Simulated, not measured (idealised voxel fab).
The name of this process module is voxel spacer lines.
Cross-section cut spans 140 nm and uses square cells 5 nm in size.
Square cells in a grid make up a cross-section in this document, and the grid is given as bands, listed from the top down, each one or more rows of cells.
Basically the band line says how high the top is and how high the bottom is, in nm, and then what's in it from left to right, every material with its width in nm. Empty space shows up as "blank", and if a single material carries "everywhere" it runs the full band edge to edge.
It should be noted that heights are counted from 0, beneath which the wafer as supplied is of one material throughout, and that the lowest band possesses no lower boundary but continues downward, as written in "0 and below".
The notation "30->40" denotes a width that varies across the rows of cells in the band, beginning at the first number in the top row, finishing at the second number in the bottom row, and changing by an identical amount from each row to the next.
Basically "nothing was modified" means that step didn't change any cell in the cross-section.
Any empty space of 8 cells or more lacking an open way to the top shows up in "Voids, enclosed" as width x height at distance, distance from the left edge, in nm.
Text after the settings on a step's line: the simulator's own remark on that step.
"overlay nm" denotes, for a step that has a mask, the displacement of the mask to the right of its planned place, with negative values corresponding to the left.

Planned process steps:
1 RECEIVE (material Si)
2 CONFORMAL_DEP (material SiO2; thk nm 5)
3 DIRECTIONAL_DEP (material W; thk nm 20)
4 DIRECTIONAL_DEP (material aC; thk nm 30)
5 PATTERN (tone cover; mask id MANDREL; material resist; width nm 25; pitch nm 80; thk nm 40; overlay nm 0)
6 DIRECTIONAL_ETCH (etch materials aC; depth nm 30)
7 STRIP (etch materials resist)
8 CONFORMAL_DEP (material SiN; thk nm 15)
9 DIRECTIONAL_ETCH (etch materials SiN; depth nm 15)
10 STRIP (etch materials aC)
11 DIRECTIONAL_ETCH (etch materials W; depth nm 10)
12 STRIP (etch materials SiN)
13 FILL_DEP (material SiO2; thk nm 5)
14 CMP (height nm 25)
It is noted that the wafers described herein are identical at the outset and are distinguished by the depth nm of step 11; the value stated in the plan corresponds to the first wafer.

As-received cross-section, first of several wafers, post step 1:
* 0 and below: Si everywhere
* Voids, enclosed: none

Note: the following table is arranged by wafer, a row apiece. Each row reports the end-of-module state: per material, cells gained (+) or cells lost (-) compared with the wafer as received; closed voids follow:
depth nm 10; +60 SiO2; +80 W; Voids, enclosed: none
depth nm 15; +76 SiO2; +64 W; Voids, enclosed: none
depth nm 20; +92 SiO2; +48 W; Voids, enclosed: none
depth nm 25; +92 SiO2; +48 W; Voids, enclosed: none
depth nm 30; +92 SiO2; +48 W; Voids, enclosed: none
depth nm 35; +92 SiO2; +48 W; Voids, enclosed: none
